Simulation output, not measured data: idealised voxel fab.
Module name: voxel wiring stack (process module)
Section shown: cut. Width: 260 nm. Cell size: 5 nm, square.
The cross-sections in this document take the form of a grid made of square cells. They are written out as bands, in order from top to bottom. Each band consists of one or more rows of cells. A band entry consists of two parts. The first gives the height of the band's top and the height of its bottom, in nm. The rest lists the band's materials from left to right, each with its width in nm. A single material labelled with the word "edge to edge" fills the band from edge to edge, and the word "blank" marks empty space. Ref level 0: as-received wafer is one material below here. Bottom band extends down with no lower bound ("0 and below"). Read "30..40" as a graded width: first number on top, second number at the bottom, same change between each pair of neighbouring rows. You'll sometimes find "no alteration" written for a step, and that's the way of saying that nowhere in the cross-section did a cell change during that step. "Sealed internal cavities" contains a list of empty spaces, each no smaller than 8 cells and without an open way to the top, written in the form width x height at distance with the distance from the left edge and all three in nm. Step line, after settings: the simulator's comment on this step. "overlay nm" on a masked step: distance the mask lay right of its planned place, negative for left.
Listed below are the process steps as planned
step 1: RECEIVE [material Si]
step 2: CONFORMAL_DEP [material SiO2] [thk nm 15]
step 3: CONFORMAL_DEP [material SiCN] [thk nm 5]
step 4: DIRECTIONAL_DEP [material lowk] [thk nm 15]
step 5: DIRECTIONAL_DEP [material aC] [thk nm 10]
step 6: PATTERN [tone open] [mask id METAL_1] [material resist] [width nm 30] [pitch nm 45] [thk nm 30] [overlay nm 0]
step 7: DIRECTIONAL_ETCH [etch materials aC] [depth nm 10]
step 8: STRIP [etch materials resist]
step 9: DIRECTIONAL_ETCH [etch materials lowk] [depth nm 15]
step 10: DIRECTIONAL_ETCH [etch materials SiCN] [depth nm 5]
step 11: STRIP [etch materials aC]
step 12: CONFORMAL_DEP [material TiN] [thk nm 5]
step 13: FILL_DEP [material Ru] [thk nm 10]
step 14: CMP [height nm 35]
step 15: CONFORMAL_DEP [material SiCN] [thk nm 5]
step 16: DIRECTIONAL_DEP [material SiO2] [thk nm 30]
step 17: PATTERN [tone open] [mask id METAL_2] [material resist] [width nm 30] [pitch nm 45] [thk nm 20] [overlay nm 0]
step 18: DIRECTIONAL_ETCH [etch materials SiO2] [depth nm 20]
step 19: STRIP [etch materials resist]
step 20: PATTERN [tone open] [mask id METAL_2_HOLES] [material resist] [width nm 15] [pitch nm 45] [thk nm 20] [overlay nm 0]
step 21: DIRECTIONAL_ETCH [etch materials SiO2] [depth nm 10]
step 22: DIRECTIONAL_ETCH [etch materials SiCN] [depth nm 5]
step 23: STRIP [etch materials resist]
step 24: CONFORMAL_DEP [material TiN] [thk nm 5]
step 25: FILL_DEP [material Cu] [thk nm 5]
step 26: CMP [height nm 70]
step 27: CONFORMAL_DEP [material SiCN] [thk nm 5]
step 28: DIRECTIONAL_DEP [material lowk] [thk nm 30]
step 29: DIRECTIONAL_DEP [material aC] [thk nm 15]
step 30: PATTERN [tone open] [mask id METAL_3_HOLES] [material resist] [width nm 15] [pitch nm 45] [thk nm 35] [overlay nm 0]
step 31: DIRECTIONAL_ETCH [etch materials aC] [depth nm 15]
step 32: STRIP [etch materials resist]
step 33: DIRECTIONAL_ETCH [etch materials lowk] [depth nm 30]
step 34: STRIP [etch materials aC]
step 35: MASKED_ETCH [tone open] [mask id METAL_3] [width nm 30] [pitch nm 45] [etch materials lowk] [depth nm 15] [overlay nm 0]
step 36: MASKED_ETCH [tone open] [mask id METAL_3] [width nm 30] [pitch nm 45] [etch materials SiCN] [depth nm 5] [overlay nm 0]
step 37: CONFORMAL_DEP [material TiN] [thk nm 5]
step 38: FILL_DEP [material Cu] [thk nm 5]
step 39: CMP [height nm 105]
step 40: CONFORMAL_DEP [material SiCN] [thk nm 5]
The cross-section here shows the wafer as received, i.e. in its state after step 1
- 0 and below  Si edge to edge
- Sealed internal cavities: none
first wafer at the end, as planned
- 110 down to 105  SiCN edge to edge
- 105 down to 95  lowk 45  TiN 5  Cu 20  TiN 5  lowk 15  TiN 5  Cu 20  TiN 5  lowk 15  TiN 5  Cu 20  TiN 5  lowk 15  TiN 5  Cu 20  TiN 5  lowk 50
- 95 down to 90  lowk 45  TiN 5  Cu 5  TiN 20  lowk 15  TiN 5  Cu 5  TiN 20  lowk 15  TiN 5  Cu 5  TiN 20  lowk 15  TiN 5  Cu 5  TiN 20  lowk 50
- 90 down to 75  lowk 45  TiN 5  Cu 5  TiN 5  lowk 30  TiN 5  Cu 5  TiN 5  lowk 30  TiN 5  Cu 5  TiN 5  lowk 30  TiN 5  Cu 5  TiN 5  lowk 65
- 75 down to 70  SiCN 45  TiN 15  SiCN 30  TiN 15  SiCN 30  TiN 15  SiCN 30  TiN 15  SiCN 65
- 70 down to 55  SiO2 45  TiN 5  Cu 20  TiN 5  SiO2 15  TiN 5  Cu 20  TiN 5  SiO2 15  TiN 5  Cu 20  TiN 5  SiO2 15  TiN 5  Cu 20  TiN 5  SiO2 50
- 55 down to 50  SiO2 45  TiN 5  Cu 5  TiN 20  SiO2 15  TiN 5  Cu 5  TiN 20  SiO2 15  TiN 5  Cu 5  TiN 20  SiO2 15  TiN 5  Cu 5  TiN 20  SiO2 50
- 50 down to 40  SiO2 45  TiN 5  Cu 5  TiN 5  SiO2 30  TiN 5  Cu 5  TiN 5  SiO2 30  TiN 5  Cu 5  TiN 5  SiO2 30  TiN 5  Cu 5  TiN 5  SiO2 65
- 40 down to 35  SiCN 45  TiN 15  SiCN 30  TiN 15  SiCN 30  TiN 15  SiCN 30  TiN 15  SiCN 65
- 35 down to 20  lowk 45  TiN 5  Ru 20  TiN 5  lowk 15  TiN 5  Ru 20  TiN 5  lowk 15  TiN 5  Ru 20  TiN 5  lowk 15  TiN 5  Ru 20  TiN 5  lowk 50
- 20 down to 15  SiCN 45  TiN 30  SiCN 15  TiN 30  SiCN 15  TiN 30  SiCN 15  TiN 30  SiCN 50
- 15 down to 0  SiO2 edge to edge
- 0 and below  Si edge to edge
- Sealed internal cavities: none
What the second wafer looks like in cross-section once the module is done. Its start and its plan matched the first wafer's exactly; what differed was one mistake in how it was run
- 110 down to 105  SiCN edge to edge
- 105 down to 95  lowk 45  TiN 5  Cu 5  TiN 5  lowk 30  TiN 5  Cu 5  TiN 5  lowk 30  TiN 5  Cu 5  TiN 5  lowk 30  TiN 5  Cu 5  TiN 5  lowk 65
- 95 down to 90  lowk 45  TiN 15  lowk 30  TiN 15  lowk 30  TiN 15  lowk 30  TiN 15  lowk 65
- 90 down to 75  lowk edge to edge
- 75 down to 70  SiCN edge to edge
- 70 down to 55  SiO2 45  TiN 5  Cu 20  TiN 5  SiO2 15  TiN 5  Cu 20  TiN 5  SiO2 15  TiN 5  Cu 20  TiN 5  SiO2 15  TiN 5  Cu 20  TiN 5  SiO2 50
- 55 down to 50  SiO2 45  TiN 5  Cu 5  TiN 20  SiO2 15  TiN 5  Cu 5  TiN 20  SiO2 15  TiN 5  Cu 5  TiN 20  SiO2 15  TiN 5  Cu 5  TiN 20  SiO2 50
- 50 down to 40  SiO2 45  TiN 5  Cu 5  TiN 5  SiO2 30  TiN 5  Cu 5  TiN 5  SiO2 30  TiN 5  Cu 5  TiN 5  SiO2 30  TiN 5  Cu 5  TiN 5  SiO2 65
- 40 down to 35  SiCN 45  TiN 15  SiCN 30  TiN 15  SiCN 30  TiN 15  SiCN 30  TiN 15  SiCN 65
- 35 down to 20  lowk 45  TiN 5  Ru 20  TiN 5  lowk 15  TiN 5  Ru 20  TiN 5  lowk 15  TiN 5  Ru 20  TiN 5  lowk 15  TiN 5  Ru 20  TiN 5  lowk 50
- 20 down to 15  SiCN 45  TiN 30  SiCN 15  TiN 30  SiCN 15  TiN 30  SiCN 15  TiN 30  SiCN 50
- 15 down to 0  SiO2 edge to edge
- 0 and below  Si edge to edge
- Sealed internal cavities: none
In executing the process, a mistake was made relative to the plan: step 28 of the plan was executed twice over
Counted in cells at the end, the second wafer holds more or fewer of these materials than the first: Cu: 40 fewer; SiCN: 12 more; TiN: 44 fewer; lowk: 72 more
